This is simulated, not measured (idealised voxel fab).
process module | voxel ribs on slabs
cross-section cut | 160 nm wide | cells 5 nm
A cross-section is a grid of square cells, given in bands from the top down. A band is one or more rows of cells.
Each band's line starts with the height of the band's top and of its bottom, in nm. Then come its materials from left to right, each with its width in nm. One material with "throughout" fills the band from edge to edge. "air" is empty space.
Height 0 is the level under which the wafer as received is all one material. The lowest band goes on downwards, as in "0 down".
A width such as "30 to 40" changes by the same amount from each row of cells to the next, from the band's top row to its bottom row.
"no change" after a step means that no cell of the cross-section changed.
closed voids: empty space of 8 cells or more with no open way to the top, each as width x height at its distance from the left edge, in nm
after a step's settings: what the simulator itself notes on the step
overlay nm, on a step with a mask: how far to the right of its planned place the mask lay; to the left if negative
plan
1 op RECEIVE | material Si
2 op DIRECTIONAL_DEP | material SiO2 | thk nm 20
3 op DIRECTIONAL_DEP | material polySi | thk nm 20
4 op MASKED_ETCH | tone cover | mask id RIB | width nm 30 | etch materials polySi | depth nm 5 | overlay nm 0
5 op PATTERN | tone cover | mask id SLAB | material resist | width nm 80 | thk nm 20 | overlay nm 0
6 op DIRECTIONAL_ETCH | etch materials polySi | depth nm 15
7 op STRIP | etch materials resist
8 op FILL_DEP | material SiO2 | thk nm 20
9 op CMP | height nm 55
10 op DIRECTIONAL_DEP | material W | thk nm 10
11 op MASKED_ETCH | tone cover | mask id HEATER | width nm 40 | etch materials W | depth nm 10 | overlay nm 0
12 op CONFORMAL_DEP | material SiN | thk nm 5
as received, after step 1
  0 down: Si throughout
  closed voids: none
a wafer at the end: this start, this plan, one mistake
  70 to 65: air 55 | SiN 50 | air 55
  65 to 60: SiN 60 | W 40 | SiN 60
  60 to 55: W throughout
  55 to 40: SiO2 throughout
  40 to 35: SiO2 65 | polySi 30 | SiO2 65
  35 to 20: SiO2 40 | polySi 80 | SiO2 40
  20 to 0: SiO2 throughout
  0 down: Si throughout
  closed voids: none
what went wrong: step 11 ran as: op MASKED_ETCH | tone cover | mask id HEATER | width nm 40 | etch materials W | depth nm 5 | overlay nm 0
